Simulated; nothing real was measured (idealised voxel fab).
process module | voxel plated lines
cross-section cut | 200 nm wide | cells 5 nm
A cross-section is a grid of square cells, given in bands from the top down. A band is one or more rows of cells.
Each band's line starts with the height of the band's top and of its bottom, in nm. Then come its materials from left to right, each with its width in nm. One material with "throughout" fills the band from edge to edge. "air" is empty space.
Height 0 is the level under which the wafer as received is all one material. The lowest band goes on downwards, as in "0 down".
A width such as "30 to 40" changes by the same amount from each row of cells to the next, from the band's top row to its bottom row.
"no change" after a step means that no cell of the cross-section changed.
closed voids: empty space of 8 cells or more with no open way to the top, each as width x height at its distance from the left edge, in nm
after a step's settings: what the simulator itself notes on the step
overlay nm, on a step with a mask: how far to the right of its planned place the mask lay; to the left if negative
plan
1 op RECEIVE | material Si
2 op CONFORMAL_DEP | material Al2O3 | thk nm 10
3 op DIRECTIONAL_DEP | material TiN | thk nm 5
4 op PATTERN | tone open | mask id LINES | material resist | width nm 25 | pitch nm 55 | thk nm 35 | overlay nm 0
5 op EPI | material Ru | thk nm 10
6 op EPI | material Ru | thk nm 5
7 op EPI | material Ru | thk nm 5
8 op STRIP | etch materials resist
9 op DIRECTIONAL_ETCH | etch materials TiN | depth nm 5
10 op CONFORMAL_DEP | material SiN | thk nm 10
as received, after step 1
  0 down: Si throughout
  closed voids: none
first wafer at the end, as planned
  45 to 35: air 50 | SiN 45 | air 10 | SiN 45 | air 50
  35 to 20: air 50 | SiN 10 | Ru 25 | SiN 10 | air 10 | SiN 10 | Ru 25 | SiN 10 | air 50
  20 to 15: SiN 60 | Ru 25 | SiN 30 | Ru 25 | SiN 60
  15 to 10: SiN 60 | TiN 25 | SiN 30 | TiN 25 | SiN 60
  10 to 0: Al2O3 throughout
  0 down: Si throughout
  closed voids: none
second wafer at the end: like start, like plan, one mistake
  45 to 35: air 50 | SiN 45 | air 10 | SiN 45 | air 50
  35 to 25: SiN 60 | Ru 25 | SiN 30 | Ru 25 | SiN 60
  25 to 15: Ru throughout
  15 to 10: TiN throughout
  10 to 0: Al2O3 throughout
  0 down: Si throughout
  closed voids: none
what went wrong: steps 4 and 5 were swapped
at the end the second wafer has, in cells: 60 more of Ru | 24 fewer of SiN | 30 more of TiN
